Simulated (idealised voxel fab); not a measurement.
process module | voxel released beams
cross-section cut | 175 nm wide | cells 5 nm
A cross-section is a grid of square cells, given in bands from the top down. A band is one or more rows of cells.
Each band's line starts with the height of the band's top and of its bottom, in nm. Then come its materials from left to right, each with its width in nm. One material with "throughout" fills the band from edge to edge. "air" is empty space.
Height 0 is the level under which the wafer as received is all one material. The lowest band goes on downwards, as in "0 down".
A width such as "30 to 40" changes by the same amount from each row of cells to the next, from the band's top row to its bottom row.
"no change" after a step means that no cell of the cross-section changed.
closed voids: empty space of 8 cells or more with no open way to the top, each as width x height at its distance from the left edge, in nm
after a step's settings: what the simulator itself notes on the step
overlay nm, on a step with a mask: how far to the right of its planned place the mask lay; to the left if negative
plan
1 op RECEIVE | material Si
2 op CONFORMAL_DEP | material SiN | thk nm 10
3 op DIRECTIONAL_DEP | material SiO2 | thk nm 10
4 op MASKED_ETCH | tone open | mask id ANCHOR | width nm 25 | etch materials SiO2 | depth nm 10 | overlay nm 0
5 op CONFORMAL_DEP | material W | thk nm 10
6 op PATTERN | tone cover | mask id BEAM | material resist | width nm 70 | thk nm 15 | overlay nm 0
7 op DIRECTIONAL_ETCH | etch materials W | depth nm 10
8 op STRIP | etch materials resist
9 op STRIP | etch materials SiO2
as received, after step 1
  0 down: Si throughout
  closed voids: none
first wafer at the end, as planned
  30 to 20: air 50 | W 15 | air 5 | W 50 | air 55
  20 to 10: air 55 | W 25 | air 95
  10 to 0: SiN throughout
  0 down: Si throughout
  closed voids: none
second wafer at the end: like start, like plan, one mistake
  25 to 20: air 50 | W 15 | air 5 | W 50 | air 55
  20 to 10: air 50 to 55 | W 70 to 25 | air 55 to 95
  10 to 0: SiN throughout
  0 down: Si throughout
  closed voids: none
what went wrong: step 3 ran as: op DIRECTIONAL_DEP | material SiO2 | thk nm 5
at the end the second wafer has, in cells: 4 fewer of W
